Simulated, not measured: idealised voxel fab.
This section sets out a process module, namely voxel self aligned contacts.
Square cell edge 5 nm, section width 250 nm, ID cut.
Cross-section = grid of square cells, listed top down in bands; band = one or more rows. The entry gives the band's vertical extent as a top height and a bottom height in nm, then its horizontal make-up as materials from left to right, each with a width in nm. "air" stands for empty space; a single material marked "all across" fills the band edge to edge. Heads up on the height convention: 0 is the point under which the incoming wafer is all one material, and the lowest band has no bottom, it just keeps going down, like "z 0 and below". A width such as "30 to 40" changes by the same amount from each row of cells to the next, from the band's top row to its bottom row. "all unchanged" for a step: no cell of the cross-section changed in that step. You'll see "Sealed-off cavities" listing empty spaces that have no way open to the top, as long as they're 8 cells or more; the notation is width x height at distance, where the distance is from the left edge, and all of it is in nm. after a step's settings: what the simulator itself notes on the step. overlay nm: mask right of planned place by this much (step with mask). Neg. = left.

-- plan
1 RECEIVE, material Si
2 OXIDIZE, depth nm 5
3 DIRECTIONAL_DEP, material polySi, thk nm 25
4 DIRECTIONAL_DEP, material SiN, thk nm 25
5 DIRECTIONAL_DEP, material aC, thk nm 15
6 PATTERN, tone cover, mask id GATE, material resist, width nm 25, pitch nm 65, thk nm 30, overlay nm 0
7 DIRECTIONAL_ETCH, etch materials aC, depth nm 15
8 STRIP, etch materials resist
9 DIRECTIONAL_ETCH, etch materials SiN, depth nm 25
10 DIRECTIONAL_ETCH, etch materials polySi, depth nm 25
11 STRIP, etch materials aC
12 CONFORMAL_DEP, material SiN, thk nm 10
13 DIRECTIONAL_ETCH, etch materials SiN, depth nm 10
14 FILL_DEP, material SiO2, thk nm 15
15 CMP, height nm 60
16 PATTERN, tone open, mask id CONTACT, material resist, width nm 50, pitch nm 65, thk nm 20, overlay nm 0
17 DIRECTIONAL_ETCH, etch materials SiO2, depth nm 65
18 STRIP, etch materials resist
19 CONFORMAL_DEP, material TiN, thk nm 5
20 FILL_DEP, material W, thk nm 5
21 CMP, height nm 60
22 CONFORMAL_DEP, material SiN, thk nm 5

-- Cross-section of the incoming wafer, state after step 1
z 0 and below = Si all across
Sealed-off cavities: none

-- Post-module cross-section: identical start and plan to those above, one misstep in execution
z 65 to 60 = SiN all across
z 60 to 50 = SiO2 65 nm  TiN 5 to 20 nm  W 40 to 10 nm  TiN 5 to 20 nm  SiO2 15 nm  TiN 5 to 20 nm  W 40 to 10 nm  TiN 5 to 20 nm  SiO2 70 nm
z 50 to 25 = SiO2 35 nm  SiN 45 nm  TiN 5 nm  W 10 nm  TiN 5 nm  SiN 45 nm  TiN 5 nm  W 10 nm  TiN 5 nm  SiN 45 nm  SiO2 40 nm
z 25 to 0 = SiO2 35 nm  SiN 10 nm  polySi 25 nm  SiN 10 nm  TiN 5 nm  W 10 nm  TiN 5 nm  SiN 10 nm  polySi 25 nm  SiN 10 nm  TiN 5 nm  W 10 nm  TiN 5 nm  SiN 10 nm  polySi 25 nm  SiN 10 nm  SiO2 40 nm
z 0 to -5 = SiO2 80 nm  TiN 20 nm  SiO2 45 nm  TiN 20 nm  SiO2 85 nm
z -5 to -10 = SiO2 all across
z -10 and below = Si all across
Sealed-off cavities: none
Which mistake was made when the wafer was run? planned and actual differ for step 2; actual: OXIDIZE, depth nm 10
